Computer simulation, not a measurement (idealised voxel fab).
process module | voxel ribs on slabs
Square cell edge 5 nm, section width 140 nm, ID cut.
If you're reading a cross-section in this doc, picture square cells in a grid; it comes to you as bands, top ones listed first down to the bottom, and a band can be one or more rows of cells. A band entry consists of two parts. The first gives the height of the band's top and the height of its bottom, in nm. The rest lists the band's materials from left to right, each with its width in nm. A single material labelled with the word "edge to edge" fills the band from edge to edge, and the word "air" marks empty space. The reference from which all heights are counted is 0, the level beneath which the as-received wafer is entirely one material; the lowest band, having no lower bound, proceeds downward and is written after the example "0 nm and below". Width "30..40": first value at the band's top row of cells, second value at its bottom row, equal change from row to row. No cell of the cross-section changed in a step that is given as "nothing altered". Entry "Closed void roster". Content: empty spaces with no open connection to the top, size 8 cells or greater. Each: width x height at distance. Distance: from left edge. Unit: nm. On each step's line, the part that comes after the settings is the simulator's own comment on the step. A step line may carry the setting "overlay nm", which, for steps involving a mask, states the distance by which the mask lay to the right of its intended position; negative values denote displacement to the left.
-- List of planned process steps
step 1: RECEIVE, material Si
step 2: DIRECTIONAL_DEP, material SiO2, thk nm 20
step 3: DIRECTIONAL_DEP, material polySi, thk nm 20
step 4: DIRECTIONAL_DEP, material aC, thk nm 10
step 5: PATTERN, tone cover, mask id RIB, material resist, width nm 20, thk nm 30, overlay nm 0
step 6: DIRECTIONAL_ETCH, etch materials aC, depth nm 10
step 7: STRIP, etch materials resist
step 8: DIRECTIONAL_ETCH, etch materials polySi, depth nm 15
step 9: STRIP, etch materials aC
step 10: MASKED_ETCH, tone cover, mask id SLAB, width nm 50, etch materials polySi, depth nm 5, overlay nm 0
step 11: FILL_DEP, material SiO2, thk nm 20
step 12: CMP, height nm 55
step 13: DIRECTIONAL_DEP, material W, thk nm 10
step 14: MASKED_ETCH, tone cover, mask id HEATER, width nm 30, etch materials W, depth nm 10, overlay nm 0
step 15: CONFORMAL_DEP, material SiN, thk nm 5
-- Shown in cross-section is the wafer as received, that is, as it stands after step 1
> 0 nm and below = Si edge to edge
> Closed void roster: none
-- Post-module cross-section: identical start and plan to those above, one misstep in execution
> 65 nm to 55 nm = 55 of air | 30 of W | 55 of air
> 55 nm to 40 nm = SiO2 edge to edge
> 40 nm to 25 nm = 60 of SiO2 | 20 of polySi | 60 of SiO2
> 25 nm to 20 nm = 45 of SiO2 | 50 of polySi | 45 of SiO2
> 20 nm to 0 nm = SiO2 edge to edge
> 0 nm and below = Si edge to edge
> Closed void roster: none
Where did the run depart from the plan? step 15 of the plan never got run, it was skipped over
